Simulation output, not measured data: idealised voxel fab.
The process module presented herein is designated voxel self aligned vias.
Section shown: cut. Width: 275 nm. Cell size: 5 nm, square.
How to read a cross-section here: the picture is a grid of square cells, written as bands going from the top down, and any band can span one or more rows of cells.
For a band, the entry starts with two heights in nm, that of the top and then that of the bottom, and carries on with the band's materials in order from left to right, each alongside its width in nm; the word "everywhere" beside a single material means it fills the band edge to edge, and "blank" means empty space.
Heights are expressed relative to 0, this being the level below which the as-received wafer comprises one material exclusively. The lowest band is unbounded in the downward direction and is denoted as in "0 down".
Width: "30..40" (first number = top row, second number = bottom row, same change from row to row of cells).
Where the words "remained unchanged" appear for a step, the cross-section shows no cell changed by that step; every cell remained as before.
What "Voids, fully enclosed" gives you is every empty space of 8 cells or more that is cut off from the top. Each appears as width x height at distance, with the distance taken from the left edge and width, height and distance all in nm.
Step line, after settings: the simulator's comment on this step.
The "overlay nm" setting may appear on a step's line; for a step that uses a mask, it gives how far to the right of its planned position the mask lay, and a negative value indicates the left.

**Steps planned for the process**
1) RECEIVE, material Si
2) CONFORMAL_DEP, material SiO2, thk nm 15
3) CONFORMAL_DEP, material SiCN, thk nm 5
4) DIRECTIONAL_DEP, material lowk, thk nm 30
5) DIRECTIONAL_DEP, material aC, thk nm 15
6) PATTERN, tone open, mask id LINES, material resist, width nm 20, pitch nm 60, thk nm 35, overlay nm 0
7) DIRECTIONAL_ETCH, etch materials aC, depth nm 15
8) STRIP, etch materials resist
9) DIRECTIONAL_ETCH, etch materials lowk, depth nm 30
10) STRIP, etch materials aC
11) CONFORMAL_DEP, material TiN, thk nm 5
12) FILL_DEP, material W, thk nm 10
13) CMP, height nm 50
14) SELECTIVE_ETCH, etch materials W Ru TiN, depth nm 5
15) FILL_DEP, material SiN, thk nm 5
16) CMP, height nm 50
17) DIRECTIONAL_DEP, material lowk, thk nm 20
18) MASKED_ETCH, tone open, mask id VIAS, width nm 30, pitch nm 60, etch materials lowk, depth nm 20, overlay nm 0
19) MASKED_ETCH, tone open, mask id VIAS, width nm 30, pitch nm 60, etch materials SiN, depth nm 5, overlay nm 0
20) CONFORMAL_DEP, material TiN, thk nm 5
21) FILL_DEP, material Cu, thk nm 10
22) CMP, height nm 70
23) CONFORMAL_DEP, material SiN, thk nm 5

**So this is the incoming wafer in cross-section - it's already been through step 1**
0 down = Si everywhere
Voids, fully enclosed: none

**End-of-module XS, first of two wafers, run as planned**
75 to 70 = SiN everywhere
70 to 55 = 60 nm lowk, 5 nm TiN, 20 nm Cu, 5 nm TiN, 30 nm lowk, 5 nm TiN, 20 nm Cu, 5 nm TiN, 30 nm lowk, 5 nm TiN, 20 nm Cu, 5 nm TiN, 65 nm lowk
55 to 50 = 60 nm lowk, 10 nm TiN, 10 nm Cu, 10 nm TiN, 30 nm lowk, 10 nm TiN, 10 nm Cu, 10 nm TiN, 30 nm lowk, 10 nm TiN, 10 nm Cu, 10 nm TiN, 65 nm lowk
50 to 45 = 65 nm lowk, 20 nm TiN, 40 nm lowk, 20 nm TiN, 40 nm lowk, 20 nm TiN, 70 nm lowk
45 to 25 = 65 nm lowk, 5 nm TiN, 10 nm W, 5 nm TiN, 40 nm lowk, 5 nm TiN, 10 nm W, 5 nm TiN, 40 nm lowk, 5 nm TiN, 10 nm W, 5 nm TiN, 70 nm lowk
25 to 20 = 65 nm lowk, 20 nm TiN, 40 nm lowk, 20 nm TiN, 40 nm lowk, 20 nm TiN, 70 nm lowk
20 to 15 = SiCN everywhere
15 to 0 = SiO2 everywhere
0 down = Si everywhere
Voids, fully enclosed: none

**Here is the second of the two wafers cut open at the end of the module - same start, same plan as the first one, but we made one mistake running it**
80 to 75 = SiN everywhere
75 to 70 = 65 nm TiN, 20 nm Cu, 40 nm TiN, 20 nm Cu, 40 nm TiN, 20 nm Cu, 70 nm TiN
70 to 55 = 60 nm lowk, 5 nm TiN, 20 nm Cu, 5 nm TiN, 30 nm lowk, 5 nm TiN, 20 nm Cu, 5 nm TiN, 30 nm lowk, 5 nm TiN, 20 nm Cu, 5 nm TiN, 65 nm lowk
55 to 50 = 60 nm lowk, 10 nm TiN, 10 nm Cu, 10 nm TiN, 30 nm lowk, 10 nm TiN, 10 nm Cu, 10 nm TiN, 30 nm lowk, 10 nm TiN, 10 nm Cu, 10 nm TiN, 65 nm lowk
50 to 45 = 65 nm lowk, 20 nm TiN, 40 nm lowk, 20 nm TiN, 40 nm lowk, 20 nm TiN, 70 nm lowk
45 to 25 = 65 nm lowk, 5 nm TiN, 10 nm W, 5 nm TiN, 40 nm lowk, 5 nm TiN, 10 nm W, 5 nm TiN, 40 nm lowk, 5 nm TiN, 10 nm W, 5 nm TiN, 70 nm lowk
25 to 20 = 65 nm lowk, 20 nm TiN, 40 nm lowk, 20 nm TiN, 40 nm lowk, 20 nm TiN, 70 nm lowk
20 to 15 = SiCN everywhere
15 to 0 = SiO2 everywhere
0 down = Si everywhere
Voids, fully enclosed: none
Finding, execution versus plan: for step 22, the planned setting was not used; the step was instead run as CMP, height nm 75
Per the end-of-run cell counts, the second wafer holds more or fewer of some materials than the first: Cu: 12 more | TiN: 43 more
